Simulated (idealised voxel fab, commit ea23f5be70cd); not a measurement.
This section sets out a process module, namely voxel ribs on slabs.
270 nm wide, 5 nm square cells: that's cross-section cut.
Cross-section = grid of square cells, listed top down in bands; band = one or more rows. Within each band entry, the heights of the top and of the bottom of the band appear first, in that order and in nm; the materials of the band then follow from left to right, each with its corresponding width in nm. The designation "full width" on a single material indicates that it fills the band from edge to edge; the designation "empty" indicates empty space. Basically, 0 is our baseline, since under it the wafer straight out of the box is all one material. The bottom band has no lower end and keeps on going down, so it looks like "0 nm and below". So if you see something like "30 to 40" for the width, read it as the top row of the band sitting at the first number and the bottom row at the second, with every row in between moving by the same amount as the last. Key: "left unchanged" - step with no changed cell in the cross-section. Basically, "Sealed internal cavities" tells you about the enclosed voids: empty spaces with no open way to the top, 8 cells or bigger, each written width x height at distance, where distance is from the left edge, all in nm. Formally, on a step line, whatever follows the settings is a remark that the simulator itself makes on the step. "overlay nm" denotes, for a step that has a mask, the displacement of the mask to the right of its planned place, with negative values corresponding to the left.
### Process steps foreseen in the plan
1) RECEIVE | material Si
2) DIRECTIONAL_DEP | material SiO2 | thk nm 20
3) DIRECTIONAL_DEP | material polySi | thk nm 15
4) MASKED_ETCH | tone cover | mask id RIB | width nm 30 | etch materials polySi | depth nm 5 | overlay nm 0
5) PATTERN | tone cover | mask id SLAB | material resist | width nm 60 | thk nm 15 | overlay nm 0
6) DIRECTIONAL_ETCH | etch materials polySi | depth nm 10
7) STRIP | etch materials resist
8) FILL_DEP | material SiO2 | thk nm 20
9) CMP | height nm 50
10) DIRECTIONAL_DEP | material W | thk nm 5
11) DIRECTIONAL_DEP | material aC | thk nm 10
12) PATTERN | tone cover | mask id HEATER | material resist | width nm 40 | thk nm 25 | overlay nm 0
13) DIRECTIONAL_ETCH | etch materials aC | depth nm 10
14) STRIP | etch materials resist
15) DIRECTIONAL_ETCH | etch materials W | depth nm 5
16) STRIP | etch materials aC
17) CONFORMAL_DEP | material SiO2 | thk nm 5
### As-received state of the wafer in cross-section, equivalent to post-step 1
- 0 nm and below: Si full width
- Sealed internal cavities: none
### The module was run from the start shown above using the plan shown above, but one mistake was made doing it; the resulting wafer cross-section is below
- 55 nm to 50 nm: empty 115 nm; W 40 nm; empty 115 nm
- 50 nm to 35 nm: SiO2 full width
- 35 nm to 30 nm: SiO2 120 nm; polySi 30 nm; SiO2 120 nm
- 30 nm to 20 nm: SiO2 105 nm; polySi 60 nm; SiO2 105 nm
- 20 nm to 0 nm: SiO2 full width
- 0 nm and below: Si full width
- Sealed internal cavities: none
Plan not followed: yeah, step 17 of the plan got skipped, never ran
